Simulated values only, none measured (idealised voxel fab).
Herein follows the process module entitled voxel plated lines.
Pictured: cross-section cut, 225 nm wide, on a grid of 5 nm square cells.
The cross-sections in this document take the form of a grid made of square cells. They are written out as bands, in order from top to bottom. Each band consists of one or more rows of cells. Band: top height; bottom height; in nm. Then, left to right: material with width in nm, for each material. "all across": a single material spanning edge to edge. "blank": empty space. Where do heights start? At 0: under that level the wafer as delivered is made of one material only. And the lowest band has no floor; it just carries on downward, as in "z 0 and below". A two-number width, for instance "30->40", indicates that the width is equal to the first number in the top row of the band and to the second number in the bottom row, and that it changes by a constant amount per row of cells. The designation "no alteration", where it is given for a processing step, indicates that no cell of the cross-section was altered in the course of that step. Empty spaces without an open route to the top, at least 8 cells in extent, make up the entry "Closed voids list"; each is given as width x height at distance, where the distance is measured from the left edge, and all are in nm. Formally, on a step line, whatever follows the settings is a remark that the simulator itself makes on the step. When a step includes a mask, the "overlay nm" setting on its line states how far to the right of its planned place that mask lay, and negative values state how far to the left.
Steps in the process plan
- 1: op RECEIVE | material Si
- 2: op CONFORMAL_DEP | material Al2O3 | thk nm 5
- 3: op DIRECTIONAL_DEP | material TiN | thk nm 5
- 4: op PATTERN | tone open | mask id LINES | material resist | width nm 20 | pitch nm 35 | thk nm 40 | overlay nm 0
- 5: op EPI | material Ru | thk nm 5
- 6: op EPI | material Ru | thk nm 10
- 7: op EPI | material Ru | thk nm 5
- 8: op STRIP | etch materials resist
- 9: op DIRECTIONAL_ETCH | etch materials TiN | depth nm 5
- 10: op CONFORMAL_DEP | material SiN | thk nm 5
First wafer, two in total, run as planned
Shown in cross-section is the wafer as received, that is, as it stands after step 1
- z 0 and below = Si all across
- Closed voids list: none
The wafer in cross-section once step 2 is complete
- z 5 to 0 = Al2O3 all across
- Note: structure below 0 unchanged.
The wafer in cross-section once step 3 is complete
- z 10 to 5 = TiN all across
- Note: structure below 5 unchanged.
The wafer in cross-section once step 4 is complete
- z 50 to 10 = resist=50 | blank=20 | resist=15 | blank=20 | resist=15 | blank=20 | resist=15 | blank=20 | resist=50
- Note: structure below 10 unchanged.
The wafer in cross-section once step 5 is complete
- z 50 to 15 = resist=50 | blank=20 | resist=15 | blank=20 | resist=15 | blank=20 | resist=15 | blank=20 | resist=50
- z 15 to 10 = resist=50 | Ru=20 | resist=15 | Ru=20 | resist=15 | Ru=20 | resist=15 | Ru=20 | resist=50
- Note: structure below 10 unchanged.
The wafer in cross-section once step 6 is complete
- z 50 to 25 = resist=50 | blank=20 | resist=15 | blank=20 | resist=15 | blank=20 | resist=15 | blank=20 | resist=50
- z 25 to 10 = resist=50 | Ru=20 | resist=15 | Ru=20 | resist=15 | Ru=20 | resist=15 | Ru=20 | resist=50
- Note: structure below 10 unchanged.
The wafer in cross-section once step 7 is complete
- z 50 to 30 = resist=50 | blank=20 | resist=15 | blank=20 | resist=15 | blank=20 | resist=15 | blank=20 | resist=50
- z 30 to 10 = resist=50 | Ru=20 | resist=15 | Ru=20 | resist=15 | Ru=20 | resist=15 | Ru=20 | resist=50
- Note: structure below 10 unchanged.
The wafer in cross-section once step 8 is complete
- z 30 to 10 = blank=50 | Ru=20 | blank=15 | Ru=20 | blank=15 | Ru=20 | blank=15 | Ru=20 | blank=50
- Note: structure below 10 unchanged.
The wafer in cross-section once step 9 is complete
- z 30 to 10 = blank=50 | Ru=20 | blank=15 | Ru=20 | blank=15 | Ru=20 | blank=15 | Ru=20 | blank=50
- z 10 to 5 = blank=50 | TiN=20 | blank=15 | TiN=20 | blank=15 | TiN=20 | blank=15 | TiN=20 | blank=50
- Note: structure below 5 unchanged.
The wafer in cross-section once step 10 is complete
- z 35 to 30 = blank=45 | SiN=30 | blank=5 | SiN=30 | blank=5 | SiN=30 | blank=5 | SiN=30 | blank=45
- z 30 to 10 = blank=45 | SiN=5 | Ru=20 | SiN=5 | blank=5 | SiN=5 | Ru=20 | SiN=5 | blank=5 | SiN=5 | Ru=20 | SiN=5 | blank=5 | SiN=5 | Ru=20 | SiN=5 | blank=45
- z 10 to 5 = SiN=50 | TiN=20 | SiN=15 | TiN=20 | SiN=15 | TiN=20 | SiN=15 | TiN=20 | SiN=50
- Note: structure below 5 unchanged.
second wafer: like start, like plan, one mistake. Through step 3 it matches the first wafer
Second wafer, cross-section, planned end of step 4
- z 50 to 10 = resist=55 | blank=15 | resist=20 | blank=15 | resist=20 | blank=15 | resist=20 | blank=15 | resist=50
- Note: structure below 10 unchanged.
Second wafer, cross-section, planned end of step 5
- z 50 to 15 = resist=55 | blank=15 | resist=20 | blank=15 | resist=20 | blank=15 | resist=20 | blank=15 | resist=50
- z 15 to 10 = resist=55 | Ru=15 | resist=20 | Ru=15 | resist=20 | Ru=15 | resist=20 | Ru=15 | resist=50
- Note: structure below 10 unchanged.
Second wafer, cross-section, planned end of step 6
- z 50 to 25 = resist=55 | blank=15 | resist=20 | blank=15 | resist=20 | blank=15 | resist=20 | blank=15 | resist=50
- z 25 to 10 = resist=55 | Ru=15 | resist=20 | Ru=15 | resist=20 | Ru=15 | resist=20 | Ru=15 | resist=50
- Note: structure below 10 unchanged.
Second wafer, cross-section, planned end of step 7
- z 50 to 30 = resist=55 | blank=15 | resist=20 | blank=15 | resist=20 | blank=15 | resist=20 | blank=15 | resist=50
- z 30 to 10 = resist=55 | Ru=15 | resist=20 | Ru=15 | resist=20 | Ru=15 | resist=20 | Ru=15 | resist=50
- Note: structure below 10 unchanged.
Second wafer, cross-section, planned end of step 8
- z 30 to 10 = blank=55 | Ru=15 | blank=20 | Ru=15 | blank=20 | Ru=15 | blank=20 | Ru=15 | blank=50
- Note: structure below 10 unchanged.
Second wafer, cross-section, planned end of step 9
- z 30 to 10 = blank=55 | Ru=15 | blank=20 | Ru=15 | blank=20 | Ru=15 | blank=20 | Ru=15 | blank=50
- z 10 to 5 = blank=55 | TiN=15 | blank=20 | TiN=15 | blank=20 | TiN=15 | blank=20 | TiN=15 | blank=50
- Note: structure below 5 unchanged.
Second wafer, cross-section, planned end of step 10
- z 35 to 30 = blank=50 | SiN=25 | blank=10 | SiN=25 | blank=10 | SiN=25 | blank=10 | SiN=25 | blank=45
- z 30 to 10 = blank=50 | SiN=5 | Ru=15 | SiN=5 | blank=10 | SiN=5 | Ru=15 | SiN=5 | blank=10 | SiN=5 | Ru=15 | SiN=5 | blank=10 | SiN=5 | Ru=15 | SiN=5 | blank=45
- z 10 to 5 = SiN=55 | TiN=15 | SiN=20 | TiN=15 | SiN=20 | TiN=15 | SiN=20 | TiN=15 | SiN=50
- Note: structure below 5 unchanged.
Here's what went sideways: step 4 did not use the planned setting and instead ran as op PATTERN | tone open | mask id LINES | material resist | width nm 15 | pitch nm 35 | thk nm 40 | overlay nm 0
Wrapping up, a cell-based count of both wafers puts the second over or under the first for these materials: Ru -16; TiN -4
